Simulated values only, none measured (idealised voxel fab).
Proc. module: voxel spacer lines
cross-section cut | 210 nm wide | cells 5 nm
A cross-section is written here as square cells arranged in a grid, and it is given in bands from the top down, each band taking up one or more rows of cells.
Heads up on the band format: heights come first, top then bottom, in nm. After that it's the materials left to right, each with its width in nm. A single material flagged "edge to edge" fills the whole band edge to edge, and "empty" means there's empty space there.
Note: height 0 marks the level under which the wafer is uniformly one material as received. Lowest band unbounded below, written "0..down".
Note: "30..40" means the width goes from the first number (top row of the band) to the second number (bottom row) in equal steps per row of cells.
What does "changes: none" mean for a step? It means no cell of the cross-section changed in that step.
Entry "Entrapped voids" = empty spaces >= 8 cells with no open way to the top; each as width x height at distance, distance from left edge, all nm.
Heads up: the bit after the settings on a step's line is the simulator's remark on that step.
overlay nm: where the mask lay relative to plan, measured to the right, on steps with a mask; negatives go left.
[The following list gives the planned process steps]
1. RECEIVE with material Si
2. CONFORMAL_DEP with material Al2O3, thk nm 10
3. DIRECTIONAL_DEP with material TiN, thk nm 10
4. DIRECTIONAL_DEP with material polySi, thk nm 30
5. PATTERN with tone cover, mask id MANDREL, material resist, width nm 15, pitch nm 50, thk nm 40, overlay nm 0
6. DIRECTIONAL_ETCH with etch materials polySi, depth nm 30
7. STRIP with etch materials resist
8. CONFORMAL_DEP with material SiO2, thk nm 10
9. DIRECTIONAL_ETCH with etch materials SiO2, depth nm 10
10. STRIP with etch materials polySi
11. DIRECTIONAL_ETCH with etch materials TiN, depth nm 10
12. STRIP with etch materials SiO2
[Step 1 complete: cross-section of the wafer as received]
0..down | Si edge to edge
Entrapped voids: none
[Figure: cross-sectional view of the wafer upon completion of the module, processed from the initial state and according to the plan depicted above, with one error introduced during execution]
20..10 | 45 nm empty | 15 nm TiN | 35 nm empty | 15 nm TiN | 35 nm empty | 15 nm TiN | 50 nm empty
10..0 | Al2O3 edge to edge
0..down | Si edge to edge
Entrapped voids: none
What was done differently from what was planned? step 5 off recipe, ran as PATTERN with tone open, mask id MANDREL, material resist, width nm 15, pitch nm 50, thk nm 40, overlay nm 0
